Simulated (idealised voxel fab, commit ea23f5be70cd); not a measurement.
The process module presented herein is designated voxel released beams.
Section shown: cut. Width: 230 nm. Cell size: 5 nm, square.
Cross-section format: a grid of square cells, given as bands from top to bottom; each band is one or more rows of cells.
In this notation a band is specified by the heights of its top and bottom, in that order and in nm, after which its materials appear from left to right, each paired with its width in nm. The word "all across" attached to a single material means that material fills the band from edge to edge; the word "air" stands for empty space.
Convention: height 0 is the level below which the wafer, as received, is all one material. The lowest band does not terminate at the bottom but continues downward, represented as "top 0, no bottom".
So if you see something like "30..40" for the width, read it as the top row of the band sitting at the first number and the bottom row at the second, with every row in between moving by the same amount as the last.
"all unchanged" after a step means that no cell of the cross-section changed.
Empty spaces counting at least 8 cells and having no open way to the top are listed in "Voids lacking openings". The notation width x height at distance is used for each, the distance being from the left edge and all three values in nm.
The remark found on a step's line after its settings is issued by the simulator itself and pertains to that step.
"overlay nm" on a masked step: distance the mask lay right of its planned place, negative for left.

The planned process steps are enumerated hereunder
| 1 | RECEIVE, material Si |
| 2 | CONFORMAL_DEP, material SiN, thk nm 10 |
| 3 | DIRECTIONAL_DEP, material SiO2, thk nm 20 |
| 4 | PATTERN, tone open, mask id ANCHOR, material resist, width nm 25, thk nm 15, overlay nm 0 |
| 5 | DIRECTIONAL_ETCH, etch materials SiO2, depth nm 20 |
| 6 | STRIP, etch materials resist |
| 7 | CONFORMAL_DEP, material polySi, thk nm 10 |
| 8 | PATTERN, tone cover, mask id BEAM, material resist, width nm 90, thk nm 20, overlay nm 0 |
| 9 | DIRECTIONAL_ETCH, etch materials polySi, depth nm 10 |
| 10 | STRIP, etch materials resist |
| 11 | STRIP, etch materials SiO2 |

As received (post step 1): cross-section
> top 0, no bottom = Si all across
> Voids lacking openings: none

Looking at the first of two wafers in cross-section at end of module - ran to plan
> top 40, bottom 30 = air 65 nm, polySi 15 nm, air 5 nm, polySi 70 nm, air 75 nm
> top 30, bottom 20 = air 70 nm, polySi 10 nm, air 5 nm, polySi 10 nm, air 135 nm
> top 20, bottom 10 = air 70 nm, polySi 25 nm, air 135 nm
> top 10, bottom 0 = SiN all across
> top 0, no bottom = Si all across
> Voids lacking openings: none

Second wafer cross-section at end of module - shared start and plan with the first, one mistake in the run
> top 40, bottom 30 = air 65 nm, polySi 40 nm, air 125 nm
> top 30, bottom 20 = air 60 nm, polySi 10 nm, SiO2 25 nm, polySi 10 nm, air 125 nm
> top 20, bottom 10 = air 60 nm, polySi 10 nm, SiO2 25 nm, polySi 60 nm, air 75 nm
> top 10, bottom 0 = SiN all across
> top 0, no bottom = Si all across
> Voids lacking openings: none
Deviation noted in wafer processing: step 4 did not use the planned setting and instead ran as PATTERN, tone cover, mask id ANCHOR, material resist, width nm 25, thk nm 15, overlay nm 0
Final comparison by cell count, materials where the second wafer has more or fewer than the first: +20 SiO2
